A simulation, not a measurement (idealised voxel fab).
Module name: voxel ribs on slabs (process module)
It is cross-section cut that appears here, measuring 155 nm in width, its square cells being 5 nm in size.
How to read a cross-section here: the picture is a grid of square cells, written as bands going from the top down, and any band can span one or more rows of cells. It is stipulated that each band's entry specify, in nanometres, the height of the top of the band and then that of its bottom, followed by the materials of the band in left-to-right sequence, each together with its width in nanometres. A single material marked by the word "everywhere" is understood to fill the band from edge to edge; the word "blank" is understood to denote empty space. Where do heights start? At 0: under that level the wafer as delivered is made of one material only. And the lowest band has no floor; it just carries on downward, as in "from 0 down". Width spec "30->40" -> top row of cells at first value, bottom row at second value, equal per-row change in between. Where a step carries "nothing altered", the cross-section came out of it unchanged, cell for cell. Basically, "Encapsulated voids" tells you about the enclosed voids: empty spaces with no open way to the top, 8 cells or bigger, each written width x height at distance, where distance is from the left edge, all in nm. Step line, after settings: the simulator's comment on this step. "overlay nm" denotes, for a step that has a mask, the displacement of the mask to the right of its planned place, with negative values corresponding to the left.

## plan
1. RECEIVE: material Si
2. DIRECTIONAL_DEP: material SiO2, thk nm 20
3. DIRECTIONAL_DEP: material polySi, thk nm 25
4. MASKED_ETCH: tone cover, mask id RIB, width nm 30, etch materials polySi, depth nm 20, overlay nm 0
5. DIRECTIONAL_DEP: material aC, thk nm 15
6. PATTERN: tone cover, mask id SLAB, material resist, width nm 60, thk nm 35, overlay nm 0
7. DIRECTIONAL_ETCH: etch materials aC, depth nm 15
8. STRIP: etch materials resist
9. DIRECTIONAL_ETCH: etch materials polySi, depth nm 5
10. STRIP: etch materials aC
11. FILL_DEP: material SiO2, thk nm 20
12. CMP: height nm 60
13. DIRECTIONAL_DEP: material W, thk nm 10
14. PATTERN: tone cover, mask id HEATER, material resist, width nm 30, thk nm 15, overlay nm 0
15. DIRECTIONAL_ETCH: etch materials W, depth nm 10
16. STRIP: etch materials resist
17. CONFORMAL_DEP: material SiO2, thk nm 10
The wafers are alike at the start. At step 14, their width nm differs. The plan lists the first wafer's value.

## The first of several wafers, as received after step 1, seen in section
> from 0 down | Si everywhere
> Encapsulated voids: none

## Module end state after final step 17: cross-section of the first of several wafers
> from 80 to 70 | 50 nm blank, 50 nm SiO2, 55 nm blank
> from 70 to 60 | 60 nm SiO2, 30 nm W, 65 nm SiO2
> from 60 to 45 | SiO2 everywhere
> from 45 to 25 | 60 nm SiO2, 30 nm polySi, 65 nm SiO2
> from 25 to 20 | 45 nm SiO2, 60 nm polySi, 50 nm SiO2
> from 20 to 0 | SiO2 everywhere
> from 0 down | Si everywhere
> Encapsulated voids: none

## Module end, final wafer: cross-section
> from 80 to 70 | 40 nm blank, 75 nm SiO2, 40 nm blank
> from 70 to 60 | 50 nm SiO2, 55 nm W, 50 nm SiO2
> from 60 to 45 | SiO2 everywhere
> from 45 to 25 | 60 nm SiO2, 30 nm polySi, 65 nm SiO2
> from 25 to 20 | 45 nm SiO2, 60 nm polySi, 50 nm SiO2
> from 20 to 0 | SiO2 everywhere
> from 0 down | Si everywhere
> Encapsulated voids: none

## The following table contains a row per wafer, in which are reported, at the conclusion of the module, the cells of each material gained (+) or lost (-) since the wafer's receipt, with its closed voids given thereafter
width nm 30, +406 SiO2, +12 W, +36 polySi, Encapsulated voids: none
width nm 35, +406 SiO2, +14 W, +36 polySi, Encapsulated voids: none
width nm 40, +406 SiO2, +16 W, +36 polySi, Encapsulated voids: none
width nm 45, +406 SiO2, +18 W, +36 polySi, Encapsulated voids: none
width nm 50, +406 SiO2, +20 W, +36 polySi, Encapsulated voids: none
width nm 55, +406 SiO2, +22 W, +36 polySi, Encapsulated voids: none
